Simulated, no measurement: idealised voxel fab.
process module | voxel quadruple lines
cross-section cut | 200 nm wide | cells 5 nm
A cross-section is a grid of square cells, given in bands from the top down. A band is one or more rows of cells.
Each band's line starts with the height of the band's top and of its bottom, in nm. Then come its materials from left to right, each with its width in nm. One material with "throughout" fills the band from edge to edge. "air" is empty space.
Height 0 is the level under which the wafer as received is all one material. The lowest band goes on downwards, as in "0 down".
A width such as "30 to 40" changes by the same amount from each row of cells to the next, from the band's top row to its bottom row.
"no change" after a step means that no cell of the cross-section changed.
closed voids: empty space of 8 cells or more with no open way to the top, each as width x height at its distance from the left edge, in nm
after a step's settings: what the simulator itself notes on the step
overlay nm, on a step with a mask: how far to the right of its planned place the mask lay; to the left if negative
plan
1 op RECEIVE | material Si
2 op CONFORMAL_DEP | material Al2O3 | thk nm 5
3 op DIRECTIONAL_DEP | material Ru | thk nm 10
4 op DIRECTIONAL_DEP | material polySi | thk nm 20
5 op DIRECTIONAL_DEP | material aC | thk nm 20
6 op PATTERN | tone cover | mask id MANDREL | material resist | width nm 20 | pitch nm 60 | thk nm 30 | overlay nm 0
7 op DIRECTIONAL_ETCH | etch materials aC | depth nm 20
8 op STRIP | etch materials resist
9 op CONFORMAL_DEP | material SiO2 | thk nm 5
10 op DIRECTIONAL_ETCH | etch materials SiO2 | depth nm 10
11 op STRIP | etch materials aC
12 op DIRECTIONAL_ETCH | etch materials polySi | depth nm 20
13 op STRIP | etch materials SiO2
14 op CONFORMAL_DEP | material SiN | thk nm 5
15 op DIRECTIONAL_ETCH | etch materials SiN | depth nm 5
16 op STRIP | etch materials polySi
17 op DIRECTIONAL_ETCH | etch materials Ru | depth nm 10
18 op STRIP | etch materials SiN
19 op FILL_DEP | material SiO2 | thk nm 10
20 op CMP | height nm 15
varied across the wafers: thk nm of step 9. The plan shows the first wafer's value. All wafers start alike
first wafer as received, after step 1
  0 down: Si throughout
  closed voids: none
first wafer at the end, after step 20
  15 to 5: SiO2 50 | Ru 5 | SiO2 5 | Ru 5 | SiO2 10 | Ru 5 | SiO2 5 | Ru 5 | SiO2 20 | Ru 5 | SiO2 5 | Ru 5 | SiO2 10 | Ru 5 | SiO2 5 | Ru 5 | SiO2 50
  5 to 0: Al2O3 throughout
  0 down: Si throughout
  closed voids: none
last wafer at the end
  15 to 5: SiO2 throughout
  5 to 0: Al2O3 throughout
  0 down: Si throughout
  closed voids: none
each wafer at the end: cells of each material gained (+) or lost (-) since it was received, then its closed voids
thk nm 5 | +40 Al2O3 | +16 Ru | +64 SiO2 | closed voids: none
thk nm 10 | +40 Al2O3 | +16 Ru | +64 SiO2 | closed voids: none
thk nm 15 | +40 Al2O3 | +80 SiO2 | closed voids: none
thk nm 20 | +40 Al2O3 | +80 SiO2 | closed voids: none
thk nm 25 | +40 Al2O3 | +80 SiO2 | closed voids: none
